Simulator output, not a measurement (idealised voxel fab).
Herein follows the process module entitled voxel self aligned contacts.
In the cross-section labelled cut, the width is 255 nm and each square cell is 5 nm.
Cross-sections here: square-cell grids, written as top-down lists of bands, a band being one or more rows of cells.
Look at the band entry: it leads with the top's height and the bottom's height in nm. Then it lists the materials left to right, with a width in nm for each. The word "throughout" on a single material says that material fills the band edge to edge. The word "blank" is empty space.
Ref level 0: as-received wafer is one material below here. Bottom band extends down with no lower bound ("top 0, no bottom").
The notation "30->40" denotes a width that varies across the rows of cells in the band, beginning at the first number in the top row, finishing at the second number in the bottom row, and changing by an identical amount from each row to the next.
Key: "stayed the same" - step with no changed cell in the cross-section.
Under "Closed void entries" you'll find the enclosed gaps, the ones with no way out to the top, that are 8 cells or bigger; each reads width x height at distance, with distance counted from the left edge, everything in nm.
Post-settings text on a step line: simulator's own remark regarding the step.
A step line may carry the setting "overlay nm", which, for steps involving a mask, states the distance by which the mask lay to the right of its intended position; negative values denote displacement to the left.
STEPS IN THE PROCESS PLAN
1. RECEIVE,material Si
2. CONFORMAL_DEP,material SiO2,thk nm 5
3. DIRECTIONAL_DEP,material polySi,thk nm 30
4. DIRECTIONAL_DEP,material SiN,thk nm 25
5. DIRECTIONAL_DEP,material aC,thk nm 15
6. PATTERN,tone cover,mask id GATE,material resist,width nm 25,pitch nm 75,thk nm 35,overlay nm 0
7. DIRECTIONAL_ETCH,etch materials aC,depth nm 15
8. STRIP,etch materials resist
9. DIRECTIONAL_ETCH,etch materials SiN,depth nm 25
10. DIRECTIONAL_ETCH,etch materials polySi,depth nm 30
11. STRIP,etch materials aC
12. CONFORMAL_DEP,material SiN,thk nm 10
13. DIRECTIONAL_ETCH,etch materials SiN,depth nm 10
14. FILL_DEP,material SiO2,thk nm 15
15. CMP,height nm 70
16. MASKED_ETCH,tone open,mask id CONTACT,width nm 60,etch materials SiO2,depth nm 70,overlay nm 0
17. CONFORMAL_DEP,material TiN,thk nm 5
18. FILL_DEP,material W,thk nm 10
19. CMP,height nm 70
20. CONFORMAL_DEP,material SiN,thk nm 5
Keep in mind the plan's value for the width nm of step 6 comes from the first wafer; the wafers don't share that setting, but they do share the same starting point.
RECEIVED WAFERS, FIRST OF SEVERAL: CROSS-SECTION AFTER STEP 1
    top 0, no bottom = Si throughout
    Closed void entries: none
WAFER ROWS; END OF MODULE; CELLS PER MATERIAL SINCE RECEIPT: (+) GAINED, (-) LOST; THEN CLOSED VOIDS
width nm 25; +189 SiN; +420 SiO2; +38 TiN; +58 W; +60 polySi; Closed void entries: none
width nm 30; +199 SiN; +410 SiO2; +38 TiN; +46 W; +72 polySi; Closed void entries: none
width nm 35; +209 SiN; +400 SiO2; +38 TiN; +34 W; +84 polySi; Closed void entries: none
width nm 40; +219 SiN; +390 SiO2; +38 TiN; +22 W; +96 polySi; Closed void entries: none
width nm 45; +229 SiN; +380 SiO2; +38 TiN; +10 W; +108 polySi; Closed void entries: none
width nm 50; +239 SiN; +370 SiO2; +26 TiN; +10 W; +120 polySi; Closed void entries: none
